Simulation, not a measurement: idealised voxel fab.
Presented below is a process module, voxel capacitor over wiring.
Square cell edge 5 nm, section width 295 nm, ID cut.
Just so we're on the same page, the cross-sections are grids of square cells, and they're listed out in bands top to bottom, each band one or more rows deep.
In this notation a band is specified by the heights of its top and bottom, in that order and in nm, after which its materials appear from left to right, each paired with its width in nm. The word "edge to edge" attached to a single material means that material fills the band from edge to edge; the word "air" stands for empty space.
Beneath 0, the wafer as received is one material, and that level is where height counting begins. The lowest band goes on downward without a bottom; it is written like "0 nm and below".
A width given as "30..40" starts at the first number in the band's top row and ends at the second number in its bottom row, shifting by an equal amount at every step from row to row.
Basically "left unchanged" means that step didn't change any cell in the cross-section.
Closed empty spaces (no open way to the top) of 8 cells or more are what "Enclosed cavity list" lists, each as width x height at distance from the left edge, nm for all three.
Read whatever lies past the settings on a step's line as the simulator's own remark about the step.
For masked steps, "overlay nm" on the step line gives how far right of plan the mask actually lay; a minus sign means it lay to the left.

Set out below are the planned steps of the process:
- 1: RECEIVE (material Si)
- 2: CONFORMAL_DEP (material SiO2; thk nm 10)
- 3: DIRECTIONAL_DEP (material TiN; thk nm 5)
- 4: DIRECTIONAL_DEP (material W; thk nm 25)
- 5: MASKED_ETCH (tone cover; mask id METAL_1; width nm 20; pitch nm 80; etch materials W; depth nm 25; overlay nm 0)
- 6: MASKED_ETCH (tone cover; mask id METAL_1; width nm 20; pitch nm 80; etch materials TiN; depth nm 5; overlay nm 0)
- 7: FILL_DEP (material SiO2; thk nm 5)
- 8: CMP (height nm 40)
- 9: CONFORMAL_DEP (material SiCN; thk nm 5)
- 10: DIRECTIONAL_DEP (material SiO2; thk nm 15)
- 11: DIRECTIONAL_DEP (material aC; thk nm 10)
- 12: PATTERN (tone open; mask id PLUG_1; material resist; width nm 15; thk nm 25; overlay nm 0)
- 13: DIRECTIONAL_ETCH (etch materials aC; depth nm 10)
- 14: STRIP (etch materials resist)
- 15: DIRECTIONAL_ETCH (etch materials SiO2; depth nm 15)
- 16: DIRECTIONAL_ETCH (etch materials SiCN; depth nm 5)
- 17: STRIP (etch materials aC)
- 18: EPI (material Ru; thk nm 10)
- 19: EPI (material Ru; thk nm 10)
- 20: DIRECTIONAL_DEP (material TiN; thk nm 5)
- 21: DIRECTIONAL_DEP (material Al2O3; thk nm 5)
- 22: DIRECTIONAL_DEP (material TiN; thk nm 10)
- 23: MASKED_ETCH (tone cover; mask id UPPER_PLATE; width nm 65; etch materials TiN; depth nm 10; overlay nm 0)
- 24: MASKED_ETCH (tone cover; mask id UPPER_PLATE; width nm 65; etch materials Al2O3; depth nm 5; overlay nm 0)
- 25: PATTERN (tone cover; mask id LOWER_PLATE; material resist; width nm 75; thk nm 15; overlay nm 0)
- 26: DIRECTIONAL_ETCH (etch materials TiN; depth nm 5)
- 27: STRIP (etch materials resist)
- 28: FILL_DEP (material SiO2; thk nm 20)
- 29: CMP (height nm 95)
- 30: DIRECTIONAL_DEP (material aC; thk nm 15)
- 31: PATTERN (tone open; mask id PLUG_2; material resist; width nm 15; thk nm 30; overlay nm 0)
- 32: DIRECTIONAL_ETCH (etch materials aC; depth nm 15)
- 33: STRIP (etch materials resist)
- 34: DIRECTIONAL_ETCH (etch materials SiO2; depth nm 15)
- 35: STRIP (etch materials aC)
- 36: CONFORMAL_DEP (material TiN; thk nm 5)
- 37: FILL_DEP (material Ru; thk nm 5)
- 38: CMP (height nm 95)
- 39: CONFORMAL_DEP (material SiCN; thk nm 5)

Cross-sectional view of the wafer in its as-received condition, corresponding to the state after step 1:
* 0 nm and below: Si edge to edge
* Enclosed cavity list: none

Below is the wafer in cross-section after the module was completed. It began from the starting point shown above and followed the plan shown above, except that one mistake was made while running it:
* 100 nm to 95 nm: SiCN edge to edge
* 95 nm to 85 nm: SiO2=110, TiN=5, Ru=5, TiN=5, SiO2=170
* 85 nm to 80 nm: SiO2=110, TiN=15, SiO2=170
* 80 nm to 75 nm: SiO2=100, Al2O3=65, SiO2=130
* 75 nm to 70 nm: SiO2=95, TiN=75, SiO2=125
* 70 nm to 60 nm: TiN edge to edge
* 60 nm to 45 nm: SiO2=100, Ru=15, SiO2=180
* 45 nm to 40 nm: SiCN=100, Ru=15, SiCN=180
* 40 nm to 15 nm: SiO2=95, W=20, SiO2=60, W=20, SiO2=100
* 15 nm to 10 nm: SiO2=95, TiN=20, SiO2=60, TiN=20, SiO2=100
* 10 nm to 0 nm: SiO2 edge to edge
* 0 nm and below: Si edge to edge
* Enclosed cavity list: none
The plan and the run diverged here: steps 21 and 22 traded places in the executed sequence
